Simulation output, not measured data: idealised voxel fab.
A process module follows: voxel trench capacitor.
Section shown: cut. Width: 285 nm. Cell size: 5 nm, square.
Cross-section format: a grid of square cells, given as bands from top to bottom; each band is one or more rows of cells. Heights first: top, then bottom, in nm. Then materials, left to right, each with a width in nm. "edge to edge" on a single material: fills the band edge to edge. "blank": empty space. Heads up on the height convention: 0 is the point under which the incoming wafer is all one material, and the lowest band has no bottom, it just keeps going down, like "z 0 and below". Graded width ("30..40"): value in top row of band = first number; value in bottom row = second number; row-to-row change constant. "stayed the same" for a step: no cell of the cross-section changed in that step. The entry titled "Enclosed internal cavities" provides the empty spaces that have no open way to the top, restricted to those of 8 cells or more. Each is presented as width x height at distance, the distance being measured from the left edge, with all three in nm. Formally, on a step line, whatever follows the settings is a remark that the simulator itself makes on the step. overlay nm: how far to the right of its planned place the mask lay on this masked step (negative: to the left).

Below is the list of planned process steps
1,RECEIVE with material Si
2,CONFORMAL_DEP with material SiN, thk nm 10
3,MASKED_ETCH with tone open, mask id TRENCH, width nm 25, pitch nm 55, etch materials SiN, depth nm 10, overlay nm 0
4,MASKED_ETCH with tone open, mask id TRENCH, width nm 25, pitch nm 55, etch materials Si, depth nm 40, overlay nm 0
5,CONFORMAL_DEP with material HfO2, thk nm 5
6,CONFORMAL_DEP with material TiN, thk nm 5
7,FILL_DEP with material W, thk nm 10
8,CMP with height nm 10

Cross-section, incoming material, after step 1
z 0 and below  Si edge to edge
Enclosed internal cavities: none

Starting wafer: above. Plan: above. Run: one mistake. Cross-section after the module: below
z 10 to 0  100 of SiN | 5..10 of HfO2 | 15..5 of TiN | 5..10 of HfO2 | 30 of SiN | 5..10 of HfO2 | 15..5 of TiN | 5..10 of HfO2 | 105 of SiN
z 0 to -35  105 of Si | 5 of HfO2 | 5 of TiN | 5 of HfO2 | 40 of Si | 5 of HfO2 | 5 of TiN | 5 of HfO2 | 110 of Si
z -35 to -40  105 of Si | 15 of HfO2 | 40 of Si | 15 of HfO2 | 110 of Si
z -40 and below  Si edge to edge
Enclosed internal cavities: none
Error vs. plan: note that step 4 departed from the planned setting and was carried out as MASKED_ETCH with tone open, mask id TRENCH, width nm 15, pitch nm 55, etch materials Si, depth nm 40, overlay nm 0
